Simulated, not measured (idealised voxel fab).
Title: Process Module voxel released beams
Section shown: cut. Width: 185 nm. Cell size: 5 nm, square.
The cross-sections in this document take the form of a grid made of square cells. They are written out as bands, in order from top to bottom. Each band consists of one or more rows of cells.
Quick guide to a band line: top height, bottom height (nm) up front; then every material left to right with its width in nm. Only one material and it's marked "throughout"? Then it fills the band edge to edge. And "air" just means empty space.
Where do heights start? At 0: under that level the wafer as delivered is made of one material only. And the lowest band has no floor; it just carries on downward, as in "0 nm and below".
Graded width ("30 to 40"): value in top row of band = first number; value in bottom row = second number; row-to-row change constant.
Basically "left unchanged" means that step didn't change any cell in the cross-section.
The list in "Closed-off voids" covers empty spaces of 8 cells or more that cannot reach the top through any open way, and it gives each as width x height at distance; the distance is from the left edge, and width, height and distance are in nm.
Post-settings text on a step line: simulator's own remark regarding the step.
overlay nm: how far to the right of its planned place the mask lay on this masked step (negative: to the left).

## Process steps (planned)
1. op RECEIVE | material Si
2. op CONFORMAL_DEP | material SiN | thk nm 5
3. op DIRECTIONAL_DEP | material SiO2 | thk nm 10
4. op MASKED_ETCH | tone open | mask id ANCHOR | width nm 45 | etch materials SiO2 | depth nm 10 | overlay nm 0
5. op CONFORMAL_DEP | material TiN | thk nm 15
6. op DIRECTIONAL_DEP | material aC | thk nm 15
7. op PATTERN | tone cover | mask id BEAM | material resist | width nm 120 | thk nm 30 | overlay nm 0
8. op DIRECTIONAL_ETCH | etch materials aC | depth nm 15
9. op STRIP | etch materials resist
10. op DIRECTIONAL_ETCH | etch materials TiN | depth nm 15
11. op STRIP | etch materials aC
12. op STRIP | etch materials SiO2

## Received-state cross-section, reflecting completion of step 1
> 0 nm and below | Si throughout
> Closed-off voids: none

## Here's the wafer cut in cross-section after the module, started and planned just like above, except one thing was done wrong in the run
> 30 nm to 20 nm | air (20), then TiN (30), then air (15), then TiN (75), then air (45)
> 20 nm to 15 nm | air (20), then TiN (120), then air (45)
> 15 nm to 5 nm | air (35), then TiN (45), then air (105)
> 5 nm to 0 nm | SiN throughout
> 0 nm and below | Si throughout
> Closed-off voids: none
What was the processing mistake? step 7 was not run as planned; what actually ran was op PATTERN | tone cover | mask id BEAM | material resist | width nm 120 | thk nm 30 | overlay nm -10
